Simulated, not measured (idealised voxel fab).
Proc. module: voxel gate over fins
Each square cell in cross-section cut measures 5 nm, and the section as a whole is 215 nm wide.
For the purposes of this document, a cross-section shall be understood as a grid of square cells, specified as bands listed in top-to-bottom order, each band consisting of one or more rows of cells. Top height, bottom height, nm. Materials left to right, width each, nm. Single material + "edge to edge" = fills band edge to edge. "air" = empty. Ref level 0: as-received wafer is one material below here. Bottom band extends down with no lower bound ("top 0, no bottom"). Note: "30->40" means the width goes from the first number (top row of the band) to the second number (bottom row) in equal steps per row of cells. "stayed the same" -> step changed no cross-section cell. So "Non-vented voids" is basically the list of trapped voids: any empty space of 8 cells or more that can't reach the top through an opening. They're written width x height at distance, the distance being from the left edge, and it's all nm. The remark found on a step's line after its settings is issued by the simulator itself and pertains to that step. overlay nm: for a step with a mask, the amount by which the mask lay right of where it was planned; a negative amount means left of it.

-- Listed below are the process steps as planned
1 RECEIVE,material Si
2 CONFORMAL_DEP,material SiN,thk nm 10
3 PATTERN,tone cover,mask id FINS,material resist,width nm 15,pitch nm 40,thk nm 15,overlay nm 0
4 DIRECTIONAL_ETCH,etch materials SiN,depth nm 10
5 DIRECTIONAL_ETCH,etch materials Si,depth nm 40
6 STRIP,etch materials resist
7 FILL_DEP,material SiO2,thk nm 15
8 CMP,height nm 10
9 SELECTIVE_ETCH,etch materials SiO2,depth nm 20
10 STRIP,etch materials SiN
11 CONFORMAL_DEP,material HfO2,thk nm 5
12 CONFORMAL_DEP,material TiN,thk nm 5
13 CONFORMAL_DEP,material TiAl,thk nm 5
14 CONFORMAL_DEP,material TiN,thk nm 5
15 FILL_DEP,material W,thk nm 15
16 CMP,height nm 30
17 CONFORMAL_DEP,material SiN,thk nm 10

-- First out of two wafers; run went to plan

-- So this is the incoming wafer in cross-section - it's already been through step 1
- top 0, no bottom: Si edge to edge
- Non-vented voids: none

-- Step 2 done - wafer cross-section
- top 10, bottom 0: SiN edge to edge
- For the remainder of the cross-section, below 0, there is no change.

-- Step 3 done - wafer cross-section
- top 25, bottom 10: air (40)  resist (15)  air (25)  resist (15)  air (25)  resist (15)  air (25)  resist (15)  air (40)
- For the remainder of the cross-section, below 10, there is no change.

-- Step 4 done - wafer cross-section
- top 25, bottom 10: air (40)  resist (15)  air (25)  resist (15)  air (25)  resist (15)  air (25)  resist (15)  air (40)
- top 10, bottom 0: air (40)  SiN (15)  air (25)  SiN (15)  air (25)  SiN (15)  air (25)  SiN (15)  air (40)
- For the remainder of the cross-section, below 0, there is no change.

-- Step 5 done - wafer cross-section
- top 25, bottom 10: air (40)  resist (15)  air (25)  resist (15)  air (25)  resist (15)  air (25)  resist (15)  air (40)
- top 10, bottom 0: air (40)  SiN (15)  air (25)  SiN (15)  air (25)  SiN (15)  air (25)  SiN (15)  air (40)
- top 0, bottom -40: air (40)  Si (15)  air (25)  Si (15)  air (25)  Si (15)  air (25)  Si (15)  air (40)
- For the remainder of the cross-section, below -40, there is no change.

-- Step 6 done - wafer cross-section
- top 10, bottom 0: air (40)  SiN (15)  air (25)  SiN (15)  air (25)  SiN (15)  air (25)  SiN (15)  air (40)
- For the remainder of the cross-section, below 0, there is no change.

-- Step 7 done - wafer cross-section
- top 25, bottom 10: SiO2 edge to edge
- top 10, bottom 0: SiO2 (40)  SiN (15)  SiO2 (25)  SiN (15)  SiO2 (25)  SiN (15)  SiO2 (25)  SiN (15)  SiO2 (40)
- top 0, bottom -40: SiO2 (40)  Si (15)  SiO2 (25)  Si (15)  SiO2 (25)  Si (15)  SiO2 (25)  Si (15)  SiO2 (40)
- For the remainder of the cross-section, below -40, there is no change.

-- Step 8 done - wafer cross-section
- top 10, bottom 0: SiO2 (40)  SiN (15)  SiO2 (25)  SiN (15)  SiO2 (25)  SiN (15)  SiO2 (25)  SiN (15)  SiO2 (40)
- For the remainder of the cross-section, below 0, there is no change.

-- Step 9 done - wafer cross-section
- top 10, bottom 0: air (40)  SiN (15)  air (25)  SiN (15)  air (25)  SiN (15)  air (25)  SiN (15)  air (40)
- top 0, bottom -10: air (40)  Si (15)  air (25)  Si (15)  air (25)  Si (15)  air (25)  Si (15)  air (40)
- For the remainder of the cross-section, below -10, there is no change.

-- Step 10 done - wafer cross-section
- top 0, bottom -10: air (40)  Si (15)  air (25)  Si (15)  air (25)  Si (15)  air (25)  Si (15)  air (40)
- For the remainder of the cross-section, below -10, there is no change.

-- Step 11 done - wafer cross-section
- top 5, bottom 0: air (35)  HfO2 (25)  air (15)  HfO2 (25)  air (15)  HfO2 (25)  air (15)  HfO2 (25)  air (35)
- top 0, bottom -5: air (35)  HfO2 (5)  Si (15)  HfO2 (5)  air (15)  HfO2 (5)  Si (15)  HfO2 (5)  air (15)  HfO2 (5)  Si (15)  HfO2 (5)  air (15)  HfO2 (5)  Si (15)  HfO2 (5)  air (35)
- top -5, bottom -10: HfO2 (40)  Si (15)  HfO2 (25)  Si (15)  HfO2 (25)  Si (15)  HfO2 (25)  Si (15)  HfO2 (40)
- For the remainder of the cross-section, below -10, there is no change.

-- Step 12 done - wafer cross-section
- top 10, bottom 5: air (30)  TiN (35)  air (5)  TiN (35)  air (5)  TiN (35)  air (5)  TiN (35)  air (30)
- top 5, bottom 0: air (30)  TiN (5)  HfO2 (25)  TiN (5)  air (5)  TiN (5)  HfO2 (25)  TiN (5)  air (5)  TiN (5)  HfO2 (25)  TiN (5)  air (5)  TiN (5)  HfO2 (25)  TiN (5)  air (30)
- top 0, bottom -5: TiN (35)  HfO2 (5)  Si (15)  HfO2 (5)  TiN (15)  HfO2 (5)  Si (15)  HfO2 (5)  TiN (15)  HfO2 (5)  Si (15)  HfO2 (5)  TiN (15)  HfO2 (5)  Si (15)  HfO2 (5)  TiN (35)
- For the remainder of the cross-section, below -5, there is no change.

-- Step 13 done - wafer cross-section
- top 15, bottom 10: air (25)  TiAl (165)  air (25)
- top 10, bottom 5: air (25)  TiAl (5)  TiN (35)  TiAl (5)  TiN (35)  TiAl (5)  TiN (35)  TiAl (5)  TiN (35)  TiAl (5)  air (25)
- top 5, bottom 0: TiAl (30)  TiN (5)  HfO2 (25)  TiN (5)  TiAl (5)  TiN (5)  HfO2 (25)  TiN (5)  TiAl (5)  TiN (5)  HfO2 (25)  TiN (5)  TiAl (5)  TiN (5)  HfO2 (25)  TiN (5)  TiAl (30)
- For the remainder of the cross-section, below 0, there is no change.

-- Step 14 done - wafer cross-section
- top 20, bottom 15: air (20)  TiN (175)  air (20)
- top 15, bottom 10: air (20)  TiN (5)  TiAl (165)  TiN (5)  air (20)
- top 10, bottom 5: TiN (25)  TiAl (5)  TiN (35)  TiAl (5)  TiN (35)  TiAl (5)  TiN (35)  TiAl (5)  TiN (35)  TiAl (5)  TiN (25)
- For the remainder of the cross-section, below 5, there is no change.

-- Step 15 done - wafer cross-section
- top 35, bottom 20: W edge to edge
- top 20, bottom 15: W (20)  TiN (175)  W (20)
- top 15, bottom 10: W (20)  TiN (5)  TiAl (165)  TiN (5)  W (20)
- For the remainder of the cross-section, below 10, there is no change.

-- Step 16 done - wafer cross-section
- top 30, bottom 20: W edge to edge
- For the remainder of the cross-section, below 20, there is no change.

-- Step 17 done - wafer cross-section
- top 40, bottom 30: SiN edge to edge
- For the remainder of the cross-section, below 30, there is no change.

-- Second Wafer (Identical Start and Plan, One Processing Error; Matches First Wafer Through Step 8)

-- when step 9 should have ended
- top 10, bottom 0: air (40)  SiN (15)  air (25)  SiN (15)  air (25)  SiN (15)  air (25)  SiN (15)  air (40)
- top 0, bottom -30: air (40)  Si (15)  air (25)  Si (15)  air (25)  Si (15)  air (25)  Si (15)  air (40)
- For the remainder of the cross-section, below -30, there is no change.

-- when step 10 should have ended
- top 0, bottom -30: air (40)  Si (15)  air (25)  Si (15)  air (25)  Si (15)  air (25)  Si (15)  air (40)
- For the remainder of the cross-section, below -30, there is no change.

-- when step 11 should have ended
- top 5, bottom 0: air (35)  HfO2 (25)  air (15)  HfO2 (25)  air (15)  HfO2 (25)  air (15)  HfO2 (25)  air (35)
- top 0, bottom -25: air (35)  HfO2 (5)  Si (15)  HfO2 (5)  air (15)  HfO2 (5)  Si (15)  HfO2 (5)  air (15)  HfO2 (5)  Si (15)  HfO2 (5)  air (15)  HfO2 (5)  Si (15)  HfO2 (5)  air (35)
- top -25, bottom -30: HfO2 (40)  Si (15)  HfO2 (25)  Si (15)  HfO2 (25)  Si (15)  HfO2 (25)  Si (15)  HfO2 (40)
- For the remainder of the cross-section, below -30, there is no change.

-- when step 12 should have ended
- top 10, bottom 5: air (30)  TiN (35)  air (5)  TiN (35)  air (5)  TiN (35)  air (5)  TiN (35)  air (30)
- top 5, bottom 0: air (30)  TiN (5)  HfO2 (25)  TiN (5)  air (5)  TiN (5)  HfO2 (25)  TiN (5)  air (5)  TiN (5)  HfO2 (25)  TiN (5)  air (5)  TiN (5)  HfO2 (25)  TiN (5)  air (30)
- top 0, bottom -20: air (30)  TiN (5)  HfO2 (5)  Si (15)  HfO2 (5)  TiN (5)  air (5)  TiN (5)  HfO2 (5)  Si (15)  HfO2 (5)  TiN (5)  air (5)  TiN (5)  HfO2 (5)  Si (15)  HfO2 (5)  TiN (5)  air (5)  TiN (5)  HfO2 (5)  Si (15)  HfO2 (5)  TiN (5)  air (30)
- top -20, bottom -25: TiN (35)  HfO2 (5)  Si (15)  HfO2 (5)  TiN (15)  HfO2 (5)  Si (15)  HfO2 (5)  TiN (15)  HfO2 (5)  Si (15)  HfO2 (5)  TiN (15)  HfO2 (5)  Si (15)  HfO2 (5)  TiN (35)
- For the remainder of the cross-section, below -25, there is no change.

-- when step 13 should have ended
- top 15, bottom 10: air (25)  TiAl (165)  air (25)
- top 10, bottom 5: air (25)  TiAl (5)  TiN (35)  TiAl (5)  TiN (35)  TiAl (5)  TiN (35)  TiAl (5)  TiN (35)  TiAl (5)  air (25)
- top 5, bottom 0: air (25)  TiAl (5)  TiN (5)  HfO2 (25)  TiN (5)  TiAl (5)  TiN (5)  HfO2 (25)  TiN (5)  TiAl (5)  TiN (5)  HfO2 (25)  TiN (5)  TiAl (5)  TiN (5)  HfO2 (25)  TiN (5)  TiAl (5)  air (25)
- top 0, bottom -15: air (25)  TiAl (5)  TiN (5)  HfO2 (5)  Si (15)  HfO2 (5)  TiN (5)  TiAl (5)  TiN (5)  HfO2 (5)  Si (15)  HfO2 (5)  TiN (5)  TiAl (5)  TiN (5)  HfO2 (5)  Si (15)  HfO2 (5)  TiN (5)  TiAl (5)  TiN (5)  HfO2 (5)  Si (15)  HfO2 (5)  TiN (5)  TiAl (5)  air (25)
- top -15, bottom -20: TiAl (30)  TiN (5)  HfO2 (5)  Si (15)  HfO2 (5)  TiN (5)  TiAl (5)  TiN (5)  HfO2 (5)  Si (15)  HfO2 (5)  TiN (5)  TiAl (5)  TiN (5)  HfO2 (5)  Si (15)  HfO2 (5)  TiN (5)  TiAl (5)  TiN (5)  HfO2 (5)  Si (15)  HfO2 (5)  TiN (5)  TiAl (30)
- For the remainder of the cross-section, below -20, there is no change.

-- when step 14 should have ended
- top 20, bottom 15: air (20)  TiN (175)  air (20)
- top 15, bottom 10: air (20)  TiN (5)  TiAl (165)  TiN (5)  air (20)
- top 10, bottom 5: air (20)  TiN (5)  TiAl (5)  TiN (35)  TiAl (5)  TiN (35)  TiAl (5)  TiN (35)  TiAl (5)  TiN (35)  TiAl (5)  TiN (5)  air (20)
- top 5, bottom 0: air (20)  TiN (5)  TiAl (5)  TiN (5)  HfO2 (25)  TiN (5)  TiAl (5)  TiN (5)  HfO2 (25)  TiN (5)  TiAl (5)  TiN (5)  HfO2 (25)  TiN (5)  TiAl (5)  TiN (5)  HfO2 (25)  TiN (5)  TiAl (5)  TiN (5)  air (20)
- top 0, bottom -10: air (20)  TiN (5)  TiAl (5)  TiN (5)  HfO2 (5)  Si (15)  HfO2 (5)  TiN (5)  TiAl (5)  TiN (5)  HfO2 (5)  Si (15)  HfO2 (5)  TiN (5)  TiAl (5)  TiN (5)  HfO2 (5)  Si (15)  HfO2 (5)  TiN (5)  TiAl (5)  TiN (5)  HfO2 (5)  Si (15)  HfO2 (5)  TiN (5)  TiAl (5)  TiN (5)  air (20)
- top -10, bottom -15: TiN (25)  TiAl (5)  TiN (5)  HfO2 (5)  Si (15)  HfO2 (5)  TiN (5)  TiAl (5)  TiN (5)  HfO2 (5)  Si (15)  HfO2 (5)  TiN (5)  TiAl (5)  TiN (5)  HfO2 (5)  Si (15)  HfO2 (5)  TiN (5)  TiAl (5)  TiN (5)  HfO2 (5)  Si (15)  HfO2 (5)  TiN (5)  TiAl (5)  TiN (25)
- For the remainder of the cross-section, below -15, there is no change.

-- when step 15 should have ended
- top 35, bottom 20: W edge to edge
- top 20, bottom 15: W (20)  TiN (175)  W (20)
- top 15, bottom 10: W (20)  TiN (5)  TiAl (165)  TiN (5)  W (20)
- top 10, bottom 5: W (20)  TiN (5)  TiAl (5)  TiN (35)  TiAl (5)  TiN (35)  TiAl (5)  TiN (35)  TiAl (5)  TiN (35)  TiAl (5)  TiN (5)  W (20)
- top 5, bottom 0: W (20)  TiN (5)  TiAl (5)  TiN (5)  HfO2 (25)  TiN (5)  TiAl (5)  TiN (5)  HfO2 (25)  TiN (5)  TiAl (5)  TiN (5)  HfO2 (25)  TiN (5)  TiAl (5)  TiN (5)  HfO2 (25)  TiN (5)  TiAl (5)  TiN (5)  W (20)
- top 0, bottom -10: W (20)  TiN (5)  TiAl (5)  TiN (5)  HfO2 (5)  Si (15)  HfO2 (5)  TiN (5)  TiAl (5)  TiN (5)  HfO2 (5)  Si (15)  HfO2 (5)  TiN (5)  TiAl (5)  TiN (5)  HfO2 (5)  Si (15)  HfO2 (5)  TiN (5)  TiAl (5)  TiN (5)  HfO2 (5)  Si (15)  HfO2 (5)  TiN (5)  TiAl (5)  TiN (5)  W (20)
- For the remainder of the cross-section, below -10, there is no change.

-- when step 16 should have ended
- top 30, bottom 20: W edge to edge
- For the remainder of the cross-section, below 20, there is no change.

-- when step 17 should have ended
- top 40, bottom 30: SiN edge to edge
- For the remainder of the cross-section, below 30, there is no change.
Want to know what went wrong? step 9 was run twice
Heads up, by the end the second wafer has more or fewer cells of some materials compared to the first: +32 HfO2, -124 SiO2, +20 TiAl, +40 TiN, +32 W
